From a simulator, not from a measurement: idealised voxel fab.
This is a process module. Its name is voxel tone inversion.
Cross-sectional view cut (width: 300 nm; square cell size: 5 nm).
Throughout this document, each cross-section is represented as a grid of square cells and is presented as a sequence of bands enumerated from the top downward, where a band comprises one or more rows of cells. This entry defines a band. It first specifies the height of the band's top and the height of its bottom in nm, and then specifies the band's materials from left to right, stating each material with its width in nm. The word "full width" identifies a single material that fills the band from edge to edge, while the word "blank" identifies empty space. The level at which height equals 0 is the one under which the wafer, as it arrives, is entirely one material. No lower edge exists for the bottom band, which continues downward and is notated as in "from 0 down". Think of "30..40" as a width that walks from the first number to the second as you go down the band, top row to bottom row, taking equal-sized steps from row to row. "left unchanged" -> step changed no cross-section cell. Reported under the label "Closed void register" are the empty spaces having no open way to the top and comprising 8 cells or more; the notation for each is width x height at distance, in which the distance is measured from the left edge and all three values are in nm. Past the settings on a step's line: simulator remark, on that step. Among the settings permitted on a step's line is "overlay nm"; applied to a step with a mask, it specifies the extent to which the mask lay to the right of its planned position, whereas a negative figure signifies a position to the left.
### So here's the lineup of process steps we planned
1. RECEIVE | material Si
2. CONFORMAL_DEP | material SiCN | thk nm 5
3. DIRECTIONAL_DEP | material polySi | thk nm 15
4. PATTERN | tone cover | mask id POSTS | material resist | width nm 20 | pitch nm 40 | thk nm 25 | overlay nm 0
5. DIRECTIONAL_ETCH | etch materials polySi | depth nm 15
6. STRIP | etch materials resist
7. FILL_DEP | material SiO2 | thk nm 5
8. CMP | height nm 20
9. STRIP | etch materials polySi
### On the first of the two wafers: run conducted according to plan
### Cross-section of the wafer as it came to us, i.e., already through step 1
> from 0 down: Si full width
> Closed void register: none
### Cross-section through the wafer, step 2 finished
> from 5 to 0: SiCN full width
> All layers under 0 are left as they were.
### Cross-section through the wafer, step 3 finished
> from 20 to 5: polySi full width
> All layers under 5 are left as they were.
### Cross-section through the wafer, step 4 finished
> from 45 to 20: blank 120 nm, resist 20 nm, blank 20 nm, resist 20 nm, blank 120 nm
> All layers under 20 are left as they were.
### Cross-section through the wafer, step 5 finished
> from 45 to 20: blank 120 nm, resist 20 nm, blank 20 nm, resist 20 nm, blank 120 nm
> from 20 to 5: blank 120 nm, polySi 20 nm, blank 20 nm, polySi 20 nm, blank 120 nm
> All layers under 5 are left as they were.
### Cross-section through the wafer, step 6 finished
> from 20 to 5: blank 120 nm, polySi 20 nm, blank 20 nm, polySi 20 nm, blank 120 nm
> All layers under 5 are left as they were.
### Cross-section through the wafer, step 7 finished
> from 25 to 20: SiO2 full width
> from 20 to 5: SiO2 120 nm, polySi 20 nm, SiO2 20 nm, polySi 20 nm, SiO2 120 nm
> All layers under 5 are left as they were.
### Cross-section through the wafer, step 8 finished
> from 20 to 5: SiO2 120 nm, polySi 20 nm, SiO2 20 nm, polySi 20 nm, SiO2 120 nm
> All layers under 5 are left as they were.
### Cross-section through the wafer, step 9 finished
> from 20 to 5: SiO2 120 nm, blank 20 nm, SiO2 20 nm, blank 20 nm, SiO2 120 nm
> All layers under 5 are left as they were.
### Now the other wafer: same start, same recipe, but we messed up one thing when running it. Up to and including step 1 it's the same as the first one
### Second wafer, section view, time point: scheduled end of step 2
> from 15 to 0: polySi full width
> All layers under 0 are left as they were.
### Second wafer, section view, time point: scheduled end of step 3
> from 20 to 15: SiCN full width
> All layers under 15 are left as they were.
### Second wafer, section view, time point: scheduled end of step 4
> from 45 to 20: blank 120 nm, resist 20 nm, blank 20 nm, resist 20 nm, blank 120 nm
> All layers under 20 are left as they were.
Second wafer, section view, time point: scheduled end of step 5: left unchanged
### Second wafer, section view, time point: scheduled end of step 6
> from 20 to 15: SiCN full width
> All layers under 15 are left as they were.
### Second wafer, section view, time point: scheduled end of step 7
> from 25 to 20: SiO2 full width
> All layers under 20 are left as they were.
### Second wafer, section view, time point: scheduled end of step 8
> from 20 to 15: SiCN full width
> All layers under 15 are left as they were.
Second wafer, section view, time point: scheduled end of step 9: left unchanged
Plan not followed: a sequencing error occurred in which plan steps 2 and 3 were transposed
Once processing is complete, comparing cell counts shows that the second wafer has more or fewer of certain materials than the first: 156 fewer of SiO2 | 180 more of polySi
